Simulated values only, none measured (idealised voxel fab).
process module | voxel air gaps
cross-section cut | 150 nm wide | cells 5 nm
A cross-section is a grid of square cells, given in bands from the top down. A band is one or more rows of cells.
Each band's line starts with the height of the band's top and of its bottom, in nm. Then come its materials from left to right, each with its width in nm. One material with "throughout" fills the band from edge to edge. "air" is empty space.
Height 0 is the level under which the wafer as received is all one material. The lowest band goes on downwards, as in "0 down".
A width such as "30 to 40" changes by the same amount from each row of cells to the next, from the band's top row to its bottom row.
"no change" after a step means that no cell of the cross-section changed.
closed voids: empty space of 8 cells or more with no open way to the top, each as width x height at its distance from the left edge, in nm
after a step's settings: what the simulator itself notes on the step
overlay nm, on a step with a mask: how far to the right of its planned place the mask lay; to the left if negative
plan
1 op RECEIVE | material Si
2 op CONFORMAL_DEP | material SiO2 | thk nm 10
3 op CONFORMAL_DEP | material SiN | thk nm 5
4 op DIRECTIONAL_DEP | material SiO2 | thk nm 30
5 op MASKED_ETCH | tone open | mask id LINES | width nm 15 | pitch nm 45 | etch materials SiO2 | depth nm 30 | overlay nm 0
6 op CONFORMAL_DEP | material TiN | thk nm 5
7 op FILL_DEP | material Ru | thk nm 10
8 op CMP | height nm 45
9 op EPI | material Ru | thk nm 10
10 op SELECTIVE_ETCH | etch materials SiO2 | depth nm 40
11 op CONFORMAL_DEP | material SiN | thk nm 5
as received, after step 1
  0 down: Si throughout
  closed voids: none
a wafer at the end: this start, this plan, one mistake
  60 to 55: air 5 | SiN 135 | air 10
  55 to 45: air 5 | SiN 5 | Ru 35 | SiN 10 | Ru 35 | SiN 10 | Ru 35 | SiN 5 | air 10
  45 to 40: air 5 | SiN 15 | TiN 5 | Ru 5 | TiN 5 | SiN 30 | TiN 5 | Ru 5 | TiN 5 | SiN 30 | TiN 5 | Ru 5 | TiN 5 | SiN 15 | air 10
  40 to 30: air 15 | SiN 5 | TiN 5 | Ru 5 | TiN 5 | SiN 5 | air 20 | SiN 5 | TiN 5 | Ru 5 | TiN 5 | SiN 5 | air 20 | SiN 5 | TiN 5 | Ru 5 | TiN 5 | SiN 5 | air 20
  30 to 25: SiN 20 | TiN 15 | SiN 30 | TiN 15 | SiN 30 | TiN 15 | SiN 25
  25 to 10: SiN throughout
  10 to 0: SiO2 throughout
  0 down: Si throughout
  closed voids: 20 x 10 at 40; 20 x 10 at 85
what went wrong: step 3 ran as: op CONFORMAL_DEP | material SiN | thk nm 15
